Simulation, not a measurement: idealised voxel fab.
Proc. module: voxel ribs on slabs
185 nm wide, 5 nm square cells: that's cross-section cut.
Each cross-section below is a grid of square cells, stated as bands in top-down order, with one or more rows of cells making up each band. It is stipulated that each band's entry specify, in nanometres, the height of the top of the band and then that of its bottom, followed by the materials of the band in left-to-right sequence, each together with its width in nanometres. A single material marked by the word "throughout" is understood to fill the band from edge to edge; the word "empty" is understood to denote empty space. Counting heights begins at 0, where everything beneath is, in the wafer as received, one material. The lowest band has no bottom; it goes on downwards, as "top 0, no bottom" shows. Graded width ("30 to 40"): value in top row of band = first number; value in bottom row = second number; row-to-row change constant. What does "no modification" mean for a step? It means no cell of the cross-section changed in that step. The entry "Trapped void list" lists the empty spaces that cover at least 8 cells and have no open path to the top. Each is written as width x height at distance, where the distance is measured from the left edge and all three values are in nm. Read whatever lies past the settings on a step's line as the simulator's own remark about the step. If you see "overlay nm" on a step's line and that step has a mask, it's telling you how far right of where it was planned the mask ended up; a negative number means it went left instead. Everything after this point is organized in pairs: a cross-section before one process step, a cross-section after it that shows only as deep as the lowest changed band, and, under the pair, the intervening step with its settings. Because different runs of this module on the same starting wafer can supply different pairs, a pair continues from the pair above it only if its entry headed "State before step" says so.
# State before step
  top 0, no bottom = Si throughout
  Trapped void list: none
# Post-Process View
  top 20, bottom 0 = SiO2 throughout
  Everything under 0 stays put, no change at all.
  Trapped void list: none
Name the step between the before and after sections above: DIRECTIONAL_DEP: material SiO2, thk nm 20
State before step: unchanged from the after cross-section in the pair immediately above; refer to that figure.
# Post-Process View
  top 45, bottom 20 = polySi throughout
  Everything under 20 stays put, no change at all.
  Trapped void list: none
Name the step between the before and after sections above: DIRECTIONAL_DEP: material polySi, thk nm 25
State before step: unchanged from the after cross-section in the pair immediately above; refer to that figure.
# Post-Process View
  top 45, bottom 25 = empty=75 / polySi=30 / empty=80
  Everything under 25 stays put, no change at all.
  Trapped void list: none
Name the step between the before and after sections above: MASKED_ETCH: tone cover, mask id RIB, width nm 30, etch materials polySi, depth nm 20, overlay nm 0
State before step: unchanged from the after cross-section in the pair immediately above; refer to that figure.
# Post-Process View
  top 65, bottom 45 = empty=50 / resist=80 / empty=55
  top 45, bottom 25 = empty=50 / resist=25 / polySi=30 / resist=25 / empty=55
  Everything under 25 stays put, no change at all.
  Trapped void list: none
Name the step between the before and after sections above: PATTERN: tone cover, mask id SLAB, material resist, width nm 80, thk nm 20, overlay nm 0
State before step: unchanged from the after cross-section in the pair immediately above; refer to that figure.
# Post-Process View
  top 65, bottom 45 = empty=50 / resist=80 / empty=55
  top 45, bottom 25 = empty=50 / resist=25 / polySi=30 / resist=25 / empty=55
  top 25, bottom 20 = empty=50 / polySi=80 / empty=55
  Everything under 20 stays put, no change at all.
  Trapped void list: none
Name the step between the before and after sections above: DIRECTIONAL_ETCH: etch materials polySi, depth nm 5
State before step: unchanged from the after cross-section in the pair immediately above; refer to that figure.
# Post-Process View
  top 45, bottom 25 = empty=75 / polySi=30 / empty=80
  Everything under 25 stays put, no change at all.
  Trapped void list: none
Name the step between the before and after sections above: STRIP: etch materials resist
State before step: unchanged from the after cross-section in the pair immediately above; refer to that figure.
# Post-Process View
  top 65, bottom 45 = SiO2 throughout
  top 45, bottom 25 = SiO2=75 / polySi=30 / SiO2=80
  top 25, bottom 20 = SiO2=50 / polySi=80 / SiO2=55
  Everything under 20 stays put, no change at all.
  Trapped void list: none
Name the step between the before and after sections above: FILL_DEP: material SiO2, thk nm 20
State before step: unchanged from the after cross-section in the pair immediately above; refer to that figure.
# Post-Process View
  top 60, bottom 45 = SiO2 throughout
  Everything under 45 stays put, no change at all.
  Trapped void list: none
Name the step between the before and after sections above: CMP: height nm 60
State before step: unchanged from the after cross-section in the pair immediately above; refer to that figure.
# Post-Process View
  top 65, bottom 60 = TiN throughout
  Everything under 60 stays put, no change at all.
  Trapped void list: none
Name the step between the before and after sections above: DIRECTIONAL_DEP: material TiN, thk nm 5
State before step: unchanged from the after cross-section in the pair immediately above; refer to that figure.
# Post-Process View
  top 65, bottom 60 = empty=70 / TiN=40 / empty=75
  Everything under 60 stays put, no change at all.
  Trapped void list: none
Name the step between the before and after sections above: MASKED_ETCH: tone cover, mask id HEATER, width nm 40, etch materials TiN, depth nm 5, overlay nm 0
State before step: unchanged from the after cross-section in the pair immediately above; refer to that figure.
# Post-Process View
  top 70, bottom 65 = empty=65 / SiN=50 / empty=70
  top 65, bottom 60 = SiN=70 / TiN=40 / SiN=75
  Everything under 60 stays put, no change at all.
  Trapped void list: none
Name the step between the before and after sections above: CONFORMAL_DEP: material SiN, thk nm 5
# State before step
  top 20, bottom 0 = SiO2 throughout
  top 0, no bottom = Si throughout
  Trapped void list: none
# Post-Process View
  top 40, bottom 0 = SiO2 throughout
  Everything under 0 stays put, no change at all.
  Trapped void list: none
Name the step between the before and after sections above: DIRECTIONAL_DEP: material SiO2, thk nm 20
State before step: unchanged from the after cross-section in the pair immediately above; refer to that figure.
# Post-Process View
  top 65, bottom 40 = polySi throughout
  Everything under 40 stays put, no change at all.
  Trapped void list: none
Name the step between the before and after sections above: DIRECTIONAL_DEP: material polySi, thk nm 25
State before step: unchanged from the after cross-section in the pair immediately above; refer to that figure.
# Post-Process View
  top 65, bottom 45 = empty=75 / polySi=30 / empty=80
  Everything under 45 stays put, no change at all.
  Trapped void list: none
Name the step between the before and after sections above: MASKED_ETCH: tone cover, mask id RIB, width nm 30, etch materials polySi, depth nm 20, overlay nm 0
State before step: unchanged from the after cross-section in the pair immediately above; refer to that figure.
# Post-Process View
  top 85, bottom 65 = empty=50 / resist=80 / empty=55
  top 65, bottom 45 = empty=50 / resist=25 / polySi=30 / resist=25 / empty=55
  Everything under 45 stays put, no change at all.
  Trapped void list: none
Name the step between the before and after sections above: PATTERN: tone cover, mask id SLAB, material resist, width nm 80, thk nm 20, overlay nm 0
State before step: unchanged from the after cross-section in the pair immediately above; refer to that figure.
# Post-Process View
  top 85, bottom 65 = empty=50 / resist=80 / empty=55
  top 65, bottom 45 = empty=50 / resist=25 / polySi=30 / resist=25 / empty=55
  top 45, bottom 40 = empty=50 / polySi=80 / empty=55
  Everything under 40 stays put, no change at all.
  Trapped void list: none
Name the step between the before and after sections above: DIRECTIONAL_ETCH: etch materials polySi, depth nm 5
State before step: unchanged from the after cross-section in the pair immediately above; refer to that figure.
# Post-Process View
  top 65, bottom 45 = empty=75 / polySi=30 / empty=80
  Everything under 45 stays put, no change at all.
  Trapped void list: none
Name the step between the before and after sections above: STRIP: etch materials resist
State before step: unchanged from the after cross-section in the pair immediately above; refer to that figure.
# Post-Process View
  top 85, bottom 65 = SiO2 throughout
  top 65, bottom 45 = SiO2=75 / polySi=30 / SiO2=80
  top 45, bottom 40 = SiO2=50 / polySi=80 / SiO2=55
  Everything under 40 stays put, no change at all.
  Trapped void list: none
Name the step between the before and after sections above: FILL_DEP: material SiO2, thk nm 20
State before step: unchanged from the after cross-section in the pair immediately above; refer to that figure.
# Post-Process View
  top 60, bottom 45 = SiO2=75 / polySi=30 / SiO2=80
  Everything under 45 stays put, no change at all.
  Trapped void list: none
Name the step between the before and after sections above: CMP: height nm 60
State before step: unchanged from the after cross-section in the pair immediately above; refer to that figure.
# Post-Process View
  top 65, bottom 60 = TiN throughout
  Everything under 60 stays put, no change at all.
  Trapped void list: none
Name the step between the before and after sections above: DIRECTIONAL_DEP: material TiN, thk nm 5
State before step: unchanged from the after cross-section in the pair immediately above; refer to that figure.
# Post-Process View
  top 65, bottom 60 = empty=70 / TiN=40 / empty=75
  Everything under 60 stays put, no change at all.
  Trapped void list: none
Name the step between the before and after sections above: MASKED_ETCH: tone cover, mask id HEATER, width nm 40, etch materials TiN, depth nm 5, overlay nm 0
State before step: unchanged from the after cross-section in the pair immediately above; refer to that figure.
# Post-Process View
  top 70, bottom 65 = empty=65 / SiN=50 / empty=70
  top 65, bottom 60 = SiN=70 / TiN=40 / SiN=75
  Everything under 60 stays put, no change at all.
  Trapped void list: none
Name the step between the before and after sections above: CONFORMAL_DEP: material SiN, thk nm 5
# State before step
  top 0, no bottom = Si throughout
  Trapped void list: none
# Post-Process View
  top 25, bottom 0 = polySi throughout
  Everything under 0 stays put, no change at all.
  Trapped void list: none
Name the step between the before and after sections above: DIRECTIONAL_DEP: material polySi, thk nm 25
State before step: unchanged from the after cross-section in the pair immediately above; refer to that figure.
# Post-Process View
  top 45, bottom 25 = SiO2 throughout
  Everything under 25 stays put, no change at all.
  Trapped void list: none
Name the step between the before and after sections above: DIRECTIONAL_DEP: material SiO2, thk nm 20
State before step: unchanged from the after cross-section in the pair immediately above; refer to that figure.
# Post-Process View
  top 65, bottom 45 = empty=50 / resist=80 / empty=55
  Everything under 45 stays put, no change at all.
  Trapped void list: none
Name the step between the before and after sections above: PATTERN: tone cover, mask id SLAB, material resist, width nm 80, thk nm 20, overlay nm 0
State before step: unchanged from the after cross-section in the pair immediately above; refer to that figure.
# Post-Process View
  top 45, bottom 25 = SiO2 throughout
  Everything under 25 stays put, no change at all.
  Trapped void list: none
Name the step between the before and after sections above: STRIP: etch materials resist
State before step: unchanged from the after cross-section in the pair immediately above; refer to that figure.
# Post-Process View
  top 65, bottom 25 = SiO2 throughout
  Everything under 25 stays put, no change at all.
  Trapped void list: none
Name the step between the before and after sections above: FILL_DEP: material SiO2, thk nm 20
State before step: unchanged from the after cross-section in the pair immediately above; refer to that figure.
# Post-Process View
  top 60, bottom 25 = SiO2 throughout
  Everything under 25 stays put, no change at all.
  Trapped void list: none
Name the step between the before and after sections above: CMP: height nm 60
State before step: unchanged from the after cross-section in the pair immediately above; refer to that figure.
# Post-Process View
  top 65, bottom 60 = TiN throughout
  Everything under 60 stays put, no change at all.
  Trapped void list: none
Name the step between the before and after sections above: DIRECTIONAL_DEP: material TiN, thk nm 5
State before step: unchanged from the after cross-section in the pair immediately above; refer to that figure.
# Post-Process View
  top 65, bottom 60 = empty=70 / TiN=40 / empty=75
  Everything under 60 stays put, no change at all.
  Trapped void list: none
Name the step between the before and after sections above: MASKED_ETCH: tone cover, mask id HEATER, width nm 40, etch materials TiN, depth nm 5, overlay nm 0
State before step: unchanged from the after cross-section in the pair immediately above; refer to that figure.
# Post-Process View
  top 70, bottom 65 = empty=65 / SiN=50 / empty=70
  top 65, bottom 60 = SiN=70 / TiN=40 / SiN=75
  Everything under 60 stays put, no change at all.
  Trapped void list: none
Name the step between the before and after sections above: CONFORMAL_DEP: material SiN, thk nm 5
# State before step
  top 0, no bottom = Si throughout
  Trapped void list: none
# Post-Process View
  top 25, bottom 0 = SiO2 throughout
  Everything under 0 stays put, no change at all.
  Trapped void list: none
Name the step between the before and after sections above: DIRECTIONAL_DEP: material SiO2, thk nm 25
State before step: unchanged from the after cross-section in the pair immediately above; refer to that figure.
# Post-Process View
  top 50, bottom 25 = polySi throughout
  Everything under 25 stays put, no change at all.
  Trapped void list: none
Name the step between the before and after sections above: DIRECTIONAL_DEP: material polySi, thk nm 25
State before step: unchanged from the after cross-section in the pair immediately above; refer to that figure.
# Post-Process View
  top 50, bottom 30 = empty=75 / polySi=30 / empty=80
  Everything under 30 stays put, no change at all.
  Trapped void list: none
Name the step between the before and after sections above: MASKED_ETCH: tone cover, mask id RIB, width nm 30, etch materials polySi, depth nm 20, overlay nm 0
State before step: unchanged from the after cross-section in the pair immediately above; refer to that figure.
# Post-Process View
  top 70, bottom 50 = empty=50 / resist=80 / empty=55
  top 50, bottom 30 = empty=50 / resist=25 / polySi=30 / resist=25 / empty=55
  Everything under 30 stays put, no change at all.
  Trapped void list: none
Name the step between the before and after sections above: PATTERN: tone cover, mask id SLAB, material resist, width nm 80, thk nm 20, overlay nm 0
State before step: unchanged from the after cross-section in the pair immediately above; refer to that figure.
# Post-Process View
  top 70, bottom 50 = empty=50 / resist=80 / empty=55
  top 50, bottom 30 = empty=50 / resist=25 / polySi=30 / resist=25 / empty=55
  top 30, bottom 25 = empty=50 / polySi=80 / empty=55
  Everything under 25 stays put, no change at all.
  Trapped void list: none
Name the step between the before and after sections above: DIRECTIONAL_ETCH: etch materials polySi, depth nm 5
State before step: unchanged from the after cross-section in the pair immediately above; refer to that figure.
# Post-Process View
  top 50, bottom 30 = empty=75 / polySi=30 / empty=80
  Everything under 30 stays put, no change at all.
  Trapped void list: none
Name the step between the before and after sections above: STRIP: etch materials resist
State before step: unchanged from the after cross-section in the pair immediately above; refer to that figure.
# Post-Process View
  top 70, bottom 50 = SiO2 throughout
  top 50, bottom 30 = SiO2=75 / polySi=30 / SiO2=80
  top 30, bottom 25 = SiO2=50 / polySi=80 / SiO2=55
  Everything under 25 stays put, no change at all.
  Trapped void list: none
Name the step between the before and after sections above: FILL_DEP: material SiO2, thk nm 20
State before step: unchanged from the after cross-section in the pair immediately above; refer to that figure.
# Post-Process View
  top 60, bottom 50 = SiO2 throughout
  Everything under 50 stays put, no change at all.
  Trapped void list: none
Name the step between the before and after sections above: CMP: height nm 60
State before step: unchanged from the after cross-section in the pair immediately above; refer to that figure.
# Post-Process View
  top 65, bottom 60 = TiN throughout
  Everything under 60 stays put, no change at all.
  Trapped void list: none
Name the step between the before and after sections above: DIRECTIONAL_DEP: material TiN, thk nm 5
State before step: unchanged from the after cross-section in the pair immediately above; refer to that figure.
# Post-Process View
  top 65, bottom 60 = empty=70 / TiN=40 / empty=75
  Everything under 60 stays put, no change at all.
  Trapped void list: none
Name the step between the before and after sections above: MASKED_ETCH: tone cover, mask id HEATER, width nm 40, etch materials TiN, depth nm 5, overlay nm 0
State before step: unchanged from the after cross-section in the pair immediately above; refer to that figure.
# Post-Process View
  top 70, bottom 65 = empty=65 / SiN=50 / empty=70
  top 65, bottom 60 = SiN=70 / TiN=40 / SiN=75
  Everything under 60 stays put, no change at all.
  Trapped void list: none
Name the step between the before and after sections above: CONFORMAL_DEP: material SiN, thk nm 5
# State before step
  top 45, bottom 20 = polySi throughout
  top 20, bottom 0 = SiO2 throughout
  top 0, no bottom = Si throughout
  Trapped void list: none
# Post-Process View
  top 45, bottom 25 = empty=80 / polySi=20 / empty=85
  Everything under 25 stays put, no change at all.
  Trapped void list: none
Name the step between the before and after sections above: MASKED_ETCH: tone cover, mask id RIB, width nm 20, etch materials polySi, depth nm 20, overlay nm 0
State before step: unchanged from the after cross-section in the pair immediately above; refer to that figure.
# Post-Process View
  top 65, bottom 45 = empty=50 / resist=80 / empty=55
  top 45, bottom 25 = empty=50 / resist=30 / polySi=20 / resist=30 / empty=55
  Everything under 25 stays put, no change at all.
  Trapped void list: none
Name the step between the before and after sections above: PATTERN: tone cover, mask id SLAB, material resist, width nm 80, thk nm 20, overlay nm 0
State before step: unchanged from the after cross-section in the pair immediately above; refer to that figure.
# Post-Process View
  top 65, bottom 45 = empty=50 / resist=80 / empty=55
  top 45, bottom 25 = empty=50 / resist=30 / polySi=20 / resist=30 / empty=55
  top 25, bottom 20 = empty=50 / polySi=80 / empty=55
  Everything under 20 stays put, no change at all.
  Trapped void list: none
Name the step between the before and after sections above: DIRECTIONAL_ETCH: etch materials polySi, depth nm 5
State before step: unchanged from the after cross-section in the pair immediately above; refer to that figure.
# Post-Process View
  top 45, bottom 25 = empty=80 / polySi=20 / empty=85
  Everything under 25 stays put, no change at all.
  Trapped void list: none
Name the step between the before and after sections above: STRIP: etch materials resist
State before step: unchanged from the after cross-section in the pair immediately above; refer to that figure.
# Post-Process View
  top 65, bottom 45 = SiO2 throughout
  top 45, bottom 25 = SiO2=80 / polySi=20 / SiO2=85
  top 25, bottom 20 = SiO2=50 / polySi=80 / SiO2=55
  Everything under 20 stays put, no change at all.
  Trapped void list: none
Name the step between the before and after sections above: FILL_DEP: material SiO2, thk nm 20
State before step: unchanged from the after cross-section in the pair immediately above; refer to that figure.
# Post-Process View
  top 60, bottom 45 = SiO2 throughout
  Everything under 45 stays put, no change at all.
  Trapped void list: none
Name the step between the before and after sections above: CMP: height nm 60
State before step: unchanged from the after cross-section in the pair immediately above; refer to that figure.
# Post-Process View
  top 65, bottom 60 = TiN throughout
  Everything under 60 stays put, no change at all.
  Trapped void list: none
Name the step between the before and after sections above: DIRECTIONAL_DEP: material TiN, thk nm 5
State before step: unchanged from the after cross-section in the pair immediately above; refer to that figure.
# Post-Process View
  top 65, bottom 60 = empty=70 / TiN=40 / empty=75
  Everything under 60 stays put, no change at all.
  Trapped void list: none
Name the step between the before and after sections above: MASKED_ETCH: tone cover, mask id HEATER, width nm 40, etch materials TiN, depth nm 5, overlay nm 0
State before step: unchanged from the after cross-section in the pair immediately above; refer to that figure.
# Post-Process View
  top 70, bottom 65 = empty=65 / SiN=50 / empty=70
  top 65, bottom 60 = SiN=70 / TiN=40 / SiN=75
  Everything under 60 stays put, no change at all.
  Trapped void list: none
Name the step between the before and after sections above: CONFORMAL_DEP: material SiN, thk nm 5
# State before step
  top 45, bottom 25 = empty=75 / polySi=30 / empty=80
  top 25, bottom 20 = polySi throughout
  top 20, bottom 0 = SiO2 throughout
  top 0, no bottom = Si throughout
  Trapped void list: none
# Post-Process View
  top 65, bottom 45 = empty=55 / resist=80 / empty=50
  top 45, bottom 25 = empty=55 / resist=20 / polySi=30 / resist=30 / empty=50
  Everything under 25 stays put, no change at all.
  Trapped void list: none
Name the step between the before and after sections above: PATTERN: tone cover, mask id SLAB, material resist, width nm 80, thk nm 20, overlay nm 5
State before step: unchanged from the after cross-section in the pair immediately above; refer to that figure.
# Post-Process View
  top 65, bottom 45 = empty=55 / resist=80 / empty=50
  top 45, bottom 25 = empty=55 / resist=20 / polySi=30 / resist=30 / empty=50
  top 25, bottom 20 = empty=55 / polySi=80 / empty=50
  Everything under 20 stays put, no change at all.
  Trapped void list: none
Name the step between the before and after sections above: DIRECTIONAL_ETCH: etch materials polySi, depth nm 5
State before step: unchanged from the after cross-section in the pair immediately above; refer to that figure.
# Post-Process View
  top 45, bottom 25 = empty=75 / polySi=30 / empty=80
  Everything under 25 stays put, no change at all.
  Trapped void list: none
Name the step between the before and after sections above: STRIP: etch materials resist
State before step: unchanged from the after cross-section in the pair immediately above; refer to that figure.
# Post-Process View
  top 65, bottom 45 = SiO2 throughout
  top 45, bottom 25 = SiO2=75 / polySi=30 / SiO2=80
  top 25, bottom 20 = SiO2=55 / polySi=80 / SiO2=50
  Everything under 20 stays put, no change at all.
  Trapped void list: none
Name the step between the before and after sections above: FILL_DEP: material SiO2, thk nm 20
State before step: unchanged from the after cross-section in the pair immediately above; refer to that figure.
# Post-Process View
  top 60, bottom 45 = SiO2 throughout
  Everything under 45 stays put, no change at all.
  Trapped void list: none
Name the step between the before and after sections above: CMP: height nm 60
State before step: unchanged from the after cross-section in the pair immediately above; refer to that figure.
# Post-Process View
  top 65, bottom 60 = TiN throughout
  Everything under 60 stays put, no change at all.
  Trapped void list: none
Name the step between the before and after sections above: DIRECTIONAL_DEP: material TiN, thk nm 5
State before step: unchanged from the after cross-section in the pair immediately above; refer to that figure.
# Post-Process View
  top 65, bottom 60 = empty=70 / TiN=40 / empty=75
  Everything under 60 stays put, no change at all.
  Trapped void list: none
Name the step between the before and after sections above: MASKED_ETCH: tone cover, mask id HEATER, width nm 40, etch materials TiN, depth nm 5, overlay nm 0
State before step: unchanged from the after cross-section in the pair immediately above; refer to that figure.
# Post-Process View
  top 70, bottom 65 = empty=65 / SiN=50 / empty=70
  top 65, bottom 60 = SiN=70 / TiN=40 / SiN=75
  Everything under 60 stays put, no change at all.
  Trapped void list: none
Name the step between the before and after sections above: CONFORMAL_DEP: material SiN, thk nm 5
# State before step
  top 0, no bottom = Si throughout
  Trapped void list: none
# Post-Process View
  top 20, bottom 0 = polySi throughout
  Everything under 0 stays put, no change at all.
  Trapped void list: none
Name the step between the before and after sections above: DIRECTIONAL_DEP: material polySi, thk nm 20
State before step: unchanged from the after cross-section in the pair immediately above; refer to that figure.
# Post-Process View
  top 45, bottom 0 = polySi throughout
  Everything under 0 stays put, no change at all.
  Trapped void list: none
Name the step between the before and after sections above: DIRECTIONAL_DEP: material polySi, thk nm 25
State before step: unchanged from the after cross-section in the pair immediately above; refer to that figure.
# Post-Process View
  top 45, bottom 25 = empty=75 / polySi=30 / empty=80
  Everything under 25 stays put, no change at all.
  Trapped void list: none
Name the step between the before and after sections above: MASKED_ETCH: tone cover, mask id RIB, width nm 30, etch materials polySi, depth nm 20, overlay nm 0
State before step: unchanged from the after cross-section in the pair immediately above; refer to that figure.
# Post-Process View
  top 65, bottom 45 = empty=50 / resist=80 / empty=55
  top 45, bottom 25 = empty=50 / resist=25 / polySi=30 / resist=25 / empty=55
  Everything under 25 stays put, no change at all.
  Trapped void list: none
Name the step between the before and after sections above: PATTERN: tone cover, mask id SLAB, material resist, width nm 80, thk nm 20, overlay nm 0
State before step: unchanged from the after cross-section in the pair immediately above; refer to that figure.
# Post-Process View
  top 65, bottom 45 = empty=50 / resist=80 / empty=55
  top 45, bottom 25 = empty=50 / resist=25 / polySi=30 / resist=25 / empty=55
  top 25, bottom 20 = empty=50 / polySi=80 / empty=55
  Everything under 20 stays put, no change at all.
  Trapped void list: none
Name the step between the before and after sections above: DIRECTIONAL_ETCH: etch materials polySi, depth nm 5
State before step: unchanged from the after cross-section in the pair immediately above; refer to that figure.
# Post-Process View
  top 45, bottom 25 = empty=75 / polySi=30 / empty=80
  Everything under 25 stays put, no change at all.
  Trapped void list: none
Name the step between the before and after sections above: STRIP: etch materials resist
State before step: unchanged from the after cross-section in the pair immediately above; refer to that figure.
# Post-Process View
  top 65, bottom 45 = SiO2 throughout
  top 45, bottom 25 = SiO2=75 / polySi=30 / SiO2=80
  top 25, bottom 20 = SiO2=50 / polySi=80 / SiO2=55
  Everything under 20 stays put, no change at all.
  Trapped void list: none
Name the step between the before and after sections above: FILL_DEP: material SiO2, thk nm 20
State before step: unchanged from the after cross-section in the pair immediately above; refer to that figure.
# Post-Process View
  top 60, bottom 45 = SiO2 throughout
  Everything under 45 stays put, no change at all.
  Trapped void list: none
Name the step between the before and after sections above: CMP: height nm 60
State before step: unchanged from the after cross-section in the pair immediately above; refer to that figure.
# Post-Process View
  top 65, bottom 60 = TiN throughout
  Everything under 60 stays put, no change at all.
  Trapped void list: none
Name the step between the before and after sections above: DIRECTIONAL_DEP: material TiN, thk nm 5
State before step: unchanged from the after cross-section in the pair immediately above; refer to that figure.
# Post-Process View
  top 65, bottom 60 = empty=70 / TiN=40 / empty=75
  Everything under 60 stays put, no change at all.
  Trapped void list: none
Name the step between the before and after sections above: MASKED_ETCH: tone cover, mask id HEATER, width nm 40, etch materials TiN, depth nm 5, overlay nm 0
State before step: unchanged from the after cross-section in the pair immediately above; refer to that figure.
# Post-Process View
  top 70, bottom 65 = empty=65 / SiN=50 / empty=70
  top 65, bottom 60 = SiN=70 / TiN=40 / SiN=75
  Everything under 60 stays put, no change at all.
  Trapped void list: none
Name the step between the before and after sections above: CONFORMAL_DEP: material SiN, thk nm 5
# State before step
  top 65, bottom 60 = TiN throughout
  top 60, bottom 45 = SiO2 throughout
  top 45, bottom 25 = SiO2=75 / polySi=30 / SiO2=80
  top 25, bottom 20 = SiO2=50 / polySi=80 / SiO2=55
  top 20, bottom 0 = SiO2 throughout
  top 0, no bottom = Si throughout
  Trapped void list: none
# Post-Process View
  top 65, bottom 60 = TiN=70 / empty=40 / TiN=75
  Everything under 60 stays put, no change at all.
  Trapped void list: none
Name the step between the before and after sections above: MASKED_ETCH: tone open, mask id HEATER, width nm 40, etch materials TiN, depth nm 5, overlay nm 0
State before step: unchanged from the after cross-section in the pair immediately above; refer to that figure.
# Post-Process View
  top 70, bottom 65 = SiN=75 / empty=30 / SiN=80
  top 65, bottom 60 = TiN=70 / SiN=40 / TiN=75
  Everything under 60 stays put, no change at all.
  Trapped void list: none
Name the step between the before and after sections above: CONFORMAL_DEP: material SiN, thk nm 5
